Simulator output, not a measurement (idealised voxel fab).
process module | voxel capacitor over wiring
cross-section cut | 260 nm wide | cells 5 nm
A cross-section is a grid of square cells, given in bands from the top down. A band is one or more rows of cells.
Each band's line starts with the height of the band's top and of its bottom, in nm. Then come its materials from left to right, each with its width in nm. One material with "throughout" fills the band from edge to edge. "air" is empty space.
Height 0 is the level under which the wafer as received is all one material. The lowest band goes on downwards, as in "0 down".
A width such as "30 to 40" changes by the same amount from each row of cells to the next, from the band's top row to its bottom row.
"no change" after a step means that no cell of the cross-section changed.
closed voids: empty space of 8 cells or more with no open way to the top, each as width x height at its distance from the left edge, in nm
after a step's settings: what the simulator itself notes on the step
overlay nm, on a step with a mask: how far to the right of its planned place the mask lay; to the left if negative
plan
1 op RECEIVE | material Si
2 op CONFORMAL_DEP | material SiO2 | thk nm 15
3 op DIRECTIONAL_DEP | material TiN | thk nm 5
4 op DIRECTIONAL_DEP | material W | thk nm 25
5 op DIRECTIONAL_DEP | material aC | thk nm 10
6 op PATTERN | tone cover | mask id METAL_1 | material resist | width nm 20 | pitch nm 85 | thk nm 25 | overlay nm 0
7 op DIRECTIONAL_ETCH | etch materials aC | depth nm 10
8 op STRIP | etch materials resist
9 op DIRECTIONAL_ETCH | etch materials W | depth nm 25
10 op DIRECTIONAL_ETCH | etch materials TiN | depth nm 5
11 op STRIP | etch materials aC
12 op CONFORMAL_DEP | material SiN | thk nm 5
13 op FILL_DEP | material SiO2 | thk nm 5
14 op CMP | height nm 45
15 op CONFORMAL_DEP | material SiCN | thk nm 5
16 op DIRECTIONAL_DEP | material lowk | thk nm 10
17 op MASKED_ETCH | tone open | mask id PLUG_1 | width nm 15 | etch materials lowk | depth nm 10 | overlay nm 0
18 op MASKED_ETCH | tone open | mask id PLUG_1 | width nm 15 | etch materials SiCN | depth nm 5 | overlay nm 0
19 op CONFORMAL_DEP | material TiN | thk nm 5
20 op FILL_DEP | material Cu | thk nm 10
21 op CMP | height nm 60
22 op DIRECTIONAL_DEP | material TiN | thk nm 10
23 op DIRECTIONAL_DEP | material HfO2 | thk nm 5
24 op DIRECTIONAL_DEP | material TiN | thk nm 5
25 op DIRECTIONAL_DEP | material aC | thk nm 15
26 op PATTERN | tone cover | mask id UPPER_PLATE | material resist | width nm 70 | thk nm 35 | overlay nm 0
27 op DIRECTIONAL_ETCH | etch materials aC | depth nm 15
28 op STRIP | etch materials resist
29 op DIRECTIONAL_ETCH | etch materials TiN | depth nm 5
30 op DIRECTIONAL_ETCH | etch materials HfO2 | depth nm 5
31 op STRIP | etch materials aC
32 op MASKED_ETCH | tone cover | mask id LOWER_PLATE | width nm 80 | etch materials TiN | depth nm 10 | overlay nm 0
33 op FILL_DEP | material SiO2 | thk nm 20
34 op CMP | height nm 95
35 op PATTERN | tone open | mask id PLUG_2 | material resist | width nm 15 | thk nm 15 | overlay nm 0
36 op DIRECTIONAL_ETCH | etch materials SiO2 | depth nm 15
37 op STRIP | etch materials resist
38 op CONFORMAL_DEP | material TiN | thk nm 5
39 op FILL_DEP | material Cu | thk nm 5
40 op CMP | height nm 95
41 op CONFORMAL_DEP | material SiN | thk nm 5
first wafer, as planned
as received, after step 1
  0 down: Si throughout
  closed voids: none
after step 2
  15 to 0: SiO2 throughout
  below 0: unchanged
after step 3
  20 to 15: TiN throughout
  below 15: unchanged
after step 4
  45 to 20: W throughout
  below 20: unchanged
after step 5
  55 to 45: aC throughout
  below 45: unchanged
after step 6
  80 to 55: air 75 | resist 20 | air 65 | resist 20 | air 80
  below 55: unchanged
after step 7
  70 to 55: air 75 | resist 20 | air 65 | resist 20 | air 80
  55 to 45: air 75 | aC 20 | air 65 | aC 20 | air 80
  below 45: unchanged
after step 8
  55 to 45: air 75 | aC 20 | air 65 | aC 20 | air 80
  below 45: unchanged
after step 9
  55 to 45: air 75 | aC 20 | air 65 | aC 20 | air 80
  45 to 20: air 75 | W 20 | air 65 | W 20 | air 80
  below 20: unchanged
after step 10
  55 to 45: air 75 | aC 20 | air 65 | aC 20 | air 80
  45 to 20: air 75 | W 20 | air 65 | W 20 | air 80
  20 to 15: air 75 | TiN 20 | air 65 | TiN 20 | air 80
  below 15: unchanged
after step 11
  45 to 20: air 75 | W 20 | air 65 | W 20 | air 80
  below 20: unchanged
after step 12
  50 to 45: air 70 | SiN 30 | air 55 | SiN 30 | air 75
  45 to 20: air 70 | SiN 5 | W 20 | SiN 5 | air 55 | SiN 5 | W 20 | SiN 5 | air 75
  20 to 15: SiN 75 | TiN 20 | SiN 65 | TiN 20 | SiN 80
  below 15: unchanged
after step 13
  55 to 50: SiO2 throughout
  50 to 45: SiO2 70 | SiN 30 | SiO2 55 | SiN 30 | SiO2 75
  45 to 20: SiO2 70 | SiN 5 | W 20 | SiN 5 | SiO2 55 | SiN 5 | W 20 | SiN 5 | SiO2 75
  below 20: unchanged
after step 14
  45 to 20: SiO2 70 | SiN 5 | W 20 | SiN 5 | SiO2 55 | SiN 5 | W 20 | SiN 5 | SiO2 75
  below 20: unchanged
after step 15
  50 to 45: SiCN throughout
  below 45: unchanged
after step 16
  60 to 50: lowk throughout
  below 50: unchanged
after step 17
  60 to 50: lowk 80 | air 15 | lowk 165
  below 50: unchanged
after step 18
  60 to 50: lowk 80 | air 15 | lowk 165
  50 to 45: SiCN 80 | air 15 | SiCN 165
  below 45: unchanged
after step 19
  65 to 60: TiN 85 | air 5 | TiN 170
  60 to 50: lowk 80 | TiN 5 | air 5 | TiN 5 | lowk 165
  50 to 45: SiCN 80 | TiN 15 | SiCN 165
  below 45: unchanged
after step 20
  75 to 65: Cu throughout
  65 to 60: TiN 85 | Cu 5 | TiN 170
  60 to 50: lowk 80 | TiN 5 | Cu 5 | TiN 5 | lowk 165
  below 50: unchanged
after step 21
  60 to 50: lowk 80 | TiN 5 | Cu 5 | TiN 5 | lowk 165
  below 50: unchanged
after step 22
  70 to 60: TiN throughout
  below 60: unchanged
after step 23
  75 to 70: HfO2 throughout
  below 70: unchanged
after step 24
  80 to 75: TiN throughout
  below 75: unchanged
after step 25
  95 to 80: aC throughout
  below 80: unchanged
after step 26
  130 to 95: air 80 | resist 70 | air 110
  below 95: unchanged
after step 27
  115 to 95: air 80 | resist 70 | air 110
  95 to 80: air 80 | aC 70 | air 110
  below 80: unchanged
after step 28
  95 to 80: air 80 | aC 70 | air 110
  below 80: unchanged
after step 29
  95 to 80: air 80 | aC 70 | air 110
  80 to 75: air 80 | TiN 70 | air 110
  below 75: unchanged
after step 30
  95 to 80: air 80 | aC 70 | air 110
  80 to 75: air 80 | TiN 70 | air 110
  75 to 70: air 80 | HfO2 70 | air 110
  below 70: unchanged
after step 31
  80 to 75: air 80 | TiN 70 | air 110
  below 75: unchanged
after step 32
  80 to 75: air 80 | TiN 70 | air 110
  75 to 70: air 80 | HfO2 70 | air 110
  70 to 60: air 75 | TiN 80 | air 105
  below 60: unchanged
after step 33
  100 to 80: SiO2 throughout
  80 to 75: SiO2 80 | TiN 70 | SiO2 110
  75 to 70: SiO2 80 | HfO2 70 | SiO2 110
  70 to 60: SiO2 75 | TiN 80 | SiO2 105
  below 60: unchanged
after step 34
  95 to 80: SiO2 throughout
  below 80: unchanged
after step 35
  110 to 95: resist 90 | air 15 | resist 155
  below 95: unchanged
after step 36
  110 to 95: resist 90 | air 15 | resist 155
  95 to 80: SiO2 90 | air 15 | SiO2 155
  below 80: unchanged
after step 37
  95 to 80: SiO2 90 | air 15 | SiO2 155
  below 80: unchanged
after step 38
  100 to 95: TiN 95 | air 5 | TiN 160
  95 to 85: SiO2 90 | TiN 5 | air 5 | TiN 5 | SiO2 155
  85 to 75: SiO2 90 to 80 | TiN 15 to 70 | SiO2 155 to 110
  below 75: unchanged
after step 39
  105 to 100: Cu throughout
  100 to 95: TiN 95 | Cu 5 | TiN 160
  95 to 85: SiO2 90 | TiN 5 | Cu 5 | TiN 5 | SiO2 155
  below 85: unchanged
after step 40
  95 to 85: SiO2 90 | TiN 5 | Cu 5 | TiN 5 | SiO2 155
  below 85: unchanged
after step 41
  100 to 95: SiN throughout
  below 95: unchanged
second wafer: like start, like plan, one mistake. Through step 5 it matches the first wafer
when step 6 should have ended
  80 to 55: resist 75 | air 20 | resist 65 | air 20 | resist 80
  below 55: unchanged
when step 7 should have ended
  70 to 55: resist 75 | air 20 | resist 65 | air 20 | resist 80
  55 to 45: aC 75 | air 20 | aC 65 | air 20 | aC 80
  below 45: unchanged
when step 8 should have ended
  55 to 45: aC 75 | air 20 | aC 65 | air 20 | aC 80
  below 45: unchanged
when step 9 should have ended
  55 to 45: aC 75 | air 20 | aC 65 | air 20 | aC 80
  45 to 20: W 75 | air 20 | W 65 | air 20 | W 80
  below 20: unchanged
when step 10 should have ended
  55 to 45: aC 75 | air 20 | aC 65 | air 20 | aC 80
  45 to 20: W 75 | air 20 | W 65 | air 20 | W 80
  20 to 15: TiN 75 | air 20 | TiN 65 | air 20 | TiN 80
  below 15: unchanged
when step 11 should have ended
  45 to 20: W 75 | air 20 | W 65 | air 20 | W 80
  below 20: unchanged
when step 12 should have ended
  50 to 45: SiN 80 | air 10 | SiN 75 | air 10 | SiN 85
  45 to 20: W 75 | SiN 5 | air 10 | SiN 5 | W 65 | SiN 5 | air 10 | SiN 5 | W 80
  20 to 15: TiN 75 | SiN 20 | TiN 65 | SiN 20 | TiN 80
  below 15: unchanged
when step 13 should have ended
  55 to 50: SiO2 throughout
  50 to 45: SiN 80 | SiO2 10 | SiN 75 | SiO2 10 | SiN 85
  45 to 20: W 75 | SiN 5 | SiO2 10 | SiN 5 | W 65 | SiN 5 | SiO2 10 | SiN 5 | W 80
  below 20: unchanged
when step 14 should have ended
  45 to 20: W 75 | SiN 5 | SiO2 10 | SiN 5 | W 65 | SiN 5 | SiO2 10 | SiN 5 | W 80
  below 20: unchanged
when step 15 should have ended
  50 to 45: SiCN throughout
  below 45: unchanged
when step 16 should have ended
  60 to 50: lowk throughout
  below 50: unchanged
when step 17 should have ended
  60 to 50: lowk 80 | air 15 | lowk 165
  below 50: unchanged
when step 18 should have ended
  60 to 50: lowk 80 | air 15 | lowk 165
  50 to 45: SiCN 80 | air 15 | SiCN 165
  below 45: unchanged
when step 19 should have ended
  65 to 60: TiN 85 | air 5 | TiN 170
  60 to 50: lowk 80 | TiN 5 | air 5 | TiN 5 | lowk 165
  50 to 45: SiCN 80 | TiN 15 | SiCN 165
  below 45: unchanged
when step 20 should have ended
  75 to 65: Cu throughout
  65 to 60: TiN 85 | Cu 5 | TiN 170
  60 to 50: lowk 80 | TiN 5 | Cu 5 | TiN 5 | lowk 165
  below 50: unchanged
when step 21 should have ended
  60 to 50: lowk 80 | TiN 5 | Cu 5 | TiN 5 | lowk 165
  below 50: unchanged
when step 22 should have ended
  70 to 60: TiN throughout
  below 60: unchanged
when step 23 should have ended
  75 to 70: HfO2 throughout
  below 70: unchanged
when step 24 should have ended
  80 to 75: TiN throughout
  below 75: unchanged
when step 25 should have ended
  95 to 80: aC throughout
  below 80: unchanged
when step 26 should have ended
  130 to 95: air 80 | resist 70 | air 110
  below 95: unchanged
when step 27 should have ended
  115 to 95: air 80 | resist 70 | air 110
  95 to 80: air 80 | aC 70 | air 110
  below 80: unchanged
when step 28 should have ended
  95 to 80: air 80 | aC 70 | air 110
  below 80: unchanged
when step 29 should have ended
  95 to 80: air 80 | aC 70 | air 110
  80 to 75: air 80 | TiN 70 | air 110
  below 75: unchanged
when step 30 should have ended
  95 to 80: air 80 | aC 70 | air 110
  80 to 75: air 80 | TiN 70 | air 110
  75 to 70: air 80 | HfO2 70 | air 110
  below 70: unchanged
when step 31 should have ended
  80 to 75: air 80 | TiN 70 | air 110
  below 75: unchanged
when step 32 should have ended
  80 to 75: air 80 | TiN 70 | air 110
  75 to 70: air 80 | HfO2 70 | air 110
  70 to 60: air 75 | TiN 80 | air 105
  below 60: unchanged
when step 33 should have ended
  100 to 80: SiO2 throughout
  80 to 75: SiO2 80 | TiN 70 | SiO2 110
  75 to 70: SiO2 80 | HfO2 70 | SiO2 110
  70 to 60: SiO2 75 | TiN 80 | SiO2 105
  below 60: unchanged
when step 34 should have ended
  95 to 80: SiO2 throughout
  below 80: unchanged
when step 35 should have ended
  110 to 95: resist 90 | air 15 | resist 155
  below 95: unchanged
when step 36 should have ended
  110 to 95: resist 90 | air 15 | resist 155
  95 to 80: SiO2 90 | air 15 | SiO2 155
  below 80: unchanged
when step 37 should have ended
  95 to 80: SiO2 90 | air 15 | SiO2 155
  below 80: unchanged
when step 38 should have ended
  100 to 95: TiN 95 | air 5 | TiN 160
  95 to 85: SiO2 90 | TiN 5 | air 5 | TiN 5 | SiO2 155
  85 to 75: SiO2 90 to 80 | TiN 15 to 70 | SiO2 155 to 110
  below 75: unchanged
when step 39 should have ended
  105 to 100: Cu throughout
  100 to 95: TiN 95 | Cu 5 | TiN 160
  95 to 85: SiO2 90 | TiN 5 | Cu 5 | TiN 5 | SiO2 155
  below 85: unchanged
when step 40 should have ended
  95 to 85: SiO2 90 | TiN 5 | Cu 5 | TiN 5 | SiO2 155
  below 85: unchanged
when step 41 should have ended
  100 to 95: SiN throughout
  below 95: unchanged
what went wrong: step 6 ran as: op PATTERN | tone open | mask id METAL_1 | material resist | width nm 20 | pitch nm 85 | thk nm 25 | overlay nm 0
at the end the second wafer has, in cells: 36 fewer of SiN | 180 fewer of SiO2 | 36 more of TiN | 180 more of W
